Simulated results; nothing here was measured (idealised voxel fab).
process module | voxel spacer lines
It is cross-section cut that appears here, measuring 205 nm in width, its square cells being 5 nm in size.
In this document a cross-section is written as a grid of square cells. It is given as a series of bands, listed from the top down, and a band is one or more rows of cells.
Top height, bottom height, nm. Materials left to right, width each, nm. Single material + "throughout" = fills band edge to edge. "air" = empty.
The reference from which all heights are counted is 0, the level beneath which the as-received wafer is entirely one material; the lowest band, having no lower bound, proceeds downward and is written after the example "0 nm and below".
Note: "30->40" means the width goes from the first number (top row of the band) to the second number (bottom row) in equal steps per row of cells.
Where the words "no change occurred" appear for a step, the cross-section shows no cell changed by that step; every cell remained as before.
Look at "Trapped voids" for the closed voids: empty spaces with no open path to the top, sized 8 cells or up. Each is width x height at distance, distance from the left edge, all nm.
It should be noted that, on the line of a given step, the content following the step's settings is a remark produced by the simulator itself with respect to that step.
overlay nm, on a step with a mask: how far to the right of its planned place the mask lay; to the left if negative

Process steps - plan:
1: RECEIVE: material Si
2: CONFORMAL_DEP: material Al2O3, thk nm 10
3: DIRECTIONAL_DEP: material W, thk nm 15
4: DIRECTIONAL_DEP: material aC, thk nm 20
5: PATTERN: tone cover, mask id MANDREL, material resist, width nm 15, pitch nm 50, thk nm 25, overlay nm 0
6: DIRECTIONAL_ETCH: etch materials aC, depth nm 20
7: STRIP: etch materials resist
8: CONFORMAL_DEP: material SiO2, thk nm 10
9: DIRECTIONAL_ETCH: etch materials SiO2, depth nm 10
10: STRIP: etch materials aC
11: DIRECTIONAL_ETCH: etch materials W, depth nm 15
12: STRIP: etch materials SiO2
13: FILL_DEP: material SiO2, thk nm 10
14: CMP: height nm 25

The first of a set of two wafers, run to plan:

Cross-section, incoming material, after step 1:
0 nm and below: Si throughout
Trapped voids: none

The following cross-section depicts the wafer upon completion of step 2:
10 nm to 0 nm: Al2O3 throughout
All layers under 0 are left as they were.

The following cross-section depicts the wafer upon completion of step 3:
25 nm to 10 nm: W throughout
All layers under 10 are left as they were.

The following cross-section depicts the wafer upon completion of step 4:
45 nm to 25 nm: aC throughout
All layers under 25 are left as they were.

The following cross-section depicts the wafer upon completion of step 5:
70 nm to 45 nm: air 70 nm | resist 15 nm | air 35 nm | resist 15 nm | air 70 nm
All layers under 45 are left as they were.

The following cross-section depicts the wafer upon completion of step 6:
50 nm to 45 nm: air 70 nm | resist 15 nm | air 35 nm | resist 15 nm | air 70 nm
45 nm to 25 nm: air 70 nm | aC 15 nm | air 35 nm | aC 15 nm | air 70 nm
All layers under 25 are left as they were.

The following cross-section depicts the wafer upon completion of step 7:
45 nm to 25 nm: air 70 nm | aC 15 nm | air 35 nm | aC 15 nm | air 70 nm
All layers under 25 are left as they were.

The following cross-section depicts the wafer upon completion of step 8:
55 nm to 45 nm: air 60 nm | SiO2 35 nm | air 15 nm | SiO2 35 nm | air 60 nm
45 nm to 35 nm: air 60 nm | SiO2 10 nm | aC 15 nm | SiO2 10 nm | air 15 nm | SiO2 10 nm | aC 15 nm | SiO2 10 nm | air 60 nm
35 nm to 25 nm: SiO2 70 nm | aC 15 nm | SiO2 35 nm | aC 15 nm | SiO2 70 nm
All layers under 25 are left as they were.

The following cross-section depicts the wafer upon completion of step 9:
45 nm to 25 nm: air 60 nm | SiO2 10 nm | aC 15 nm | SiO2 10 nm | air 15 nm | SiO2 10 nm | aC 15 nm | SiO2 10 nm | air 60 nm
All layers under 25 are left as they were.

The following cross-section depicts the wafer upon completion of step 10:
45 nm to 25 nm: air 60 nm | SiO2 10 nm | air 15 nm | SiO2 10 nm | air 15 nm | SiO2 10 nm | air 15 nm | SiO2 10 nm | air 60 nm
All layers under 25 are left as they were.

The following cross-section depicts the wafer upon completion of step 11:
45 nm to 25 nm: air 60 nm | SiO2 10 nm | air 15 nm | SiO2 10 nm | air 15 nm | SiO2 10 nm | air 15 nm | SiO2 10 nm | air 60 nm
25 nm to 10 nm: air 60 nm | W 10 nm | air 15 nm | W 10 nm | air 15 nm | W 10 nm | air 15 nm | W 10 nm | air 60 nm
All layers under 10 are left as they were.

The following cross-section depicts the wafer upon completion of step 12:
25 nm to 10 nm: air 60 nm | W 10 nm | air 15 nm | W 10 nm | air 15 nm | W 10 nm | air 15 nm | W 10 nm | air 60 nm
All layers under 10 are left as they were.

The following cross-section depicts the wafer upon completion of step 13:
35 nm to 25 nm: SiO2 throughout
25 nm to 10 nm: SiO2 60 nm | W 10 nm | SiO2 15 nm | W 10 nm | SiO2 15 nm | W 10 nm | SiO2 15 nm | W 10 nm | SiO2 60 nm
All layers under 10 are left as they were.

The following cross-section depicts the wafer upon completion of step 14:
25 nm to 10 nm: SiO2 60 nm | W 10 nm | SiO2 15 nm | W 10 nm | SiO2 15 nm | W 10 nm | SiO2 15 nm | W 10 nm | SiO2 60 nm
All layers under 10 are left as they were.

Second wafer, same starting state and plan as the first, one mistake in the run, identical through step 1:

Second wafer shown in cross-section at the time step 2 was slated to end:
15 nm to 0 nm: W throughout
All layers under 0 are left as they were.

Second wafer shown in cross-section at the time step 3 was slated to end:
25 nm to 15 nm: Al2O3 throughout
All layers under 15 are left as they were.

Second wafer shown in cross-section at the time step 4 was slated to end:
45 nm to 25 nm: aC throughout
All layers under 25 are left as they were.

Second wafer shown in cross-section at the time step 5 was slated to end:
70 nm to 45 nm: air 70 nm | resist 15 nm | air 35 nm | resist 15 nm | air 70 nm
All layers under 45 are left as they were.

Second wafer shown in cross-section at the time step 6 was slated to end:
50 nm to 45 nm: air 70 nm | resist 15 nm | air 35 nm | resist 15 nm | air 70 nm
45 nm to 25 nm: air 70 nm | aC 15 nm | air 35 nm | aC 15 nm | air 70 nm
All layers under 25 are left as they were.

Second wafer shown in cross-section at the time step 7 was slated to end:
45 nm to 25 nm: air 70 nm | aC 15 nm | air 35 nm | aC 15 nm | air 70 nm
All layers under 25 are left as they were.

Second wafer shown in cross-section at the time step 8 was slated to end:
55 nm to 45 nm: air 60 nm | SiO2 35 nm | air 15 nm | SiO2 35 nm | air 60 nm
45 nm to 35 nm: air 60 nm | SiO2 10 nm | aC 15 nm | SiO2 10 nm | air 15 nm | SiO2 10 nm | aC 15 nm | SiO2 10 nm | air 60 nm
35 nm to 25 nm: SiO2 70 nm | aC 15 nm | SiO2 35 nm | aC 15 nm | SiO2 70 nm
All layers under 25 are left as they were.

Second wafer shown in cross-section at the time step 9 was slated to end:
45 nm to 25 nm: air 60 nm | SiO2 10 nm | aC 15 nm | SiO2 10 nm | air 15 nm | SiO2 10 nm | aC 15 nm | SiO2 10 nm | air 60 nm
All layers under 25 are left as they were.

Second wafer shown in cross-section at the time step 10 was slated to end:
45 nm to 25 nm: air 60 nm | SiO2 10 nm | air 15 nm | SiO2 10 nm | air 15 nm | SiO2 10 nm | air 15 nm | SiO2 10 nm | air 60 nm
All layers under 25 are left as they were.

Second wafer shown in cross-section at the time step 11 was slated to end: no change occurred

Second wafer shown in cross-section at the time step 12 was slated to end:
25 nm to 15 nm: Al2O3 throughout
All layers under 15 are left as they were.

Second wafer shown in cross-section at the time step 13 was slated to end:
35 nm to 25 nm: SiO2 throughout
All layers under 25 are left as they were.

Second wafer shown in cross-section at the time step 14 was slated to end:
25 nm to 15 nm: Al2O3 throughout
All layers under 15 are left as they were.
Error vs. plan: steps 2 and 3 got flipped, so each one ran where the other should have
It is noted that, at the conclusion of processing, the second wafer exhibits a higher or lower cell count for certain materials relative to the first: SiO2 -99; W +99
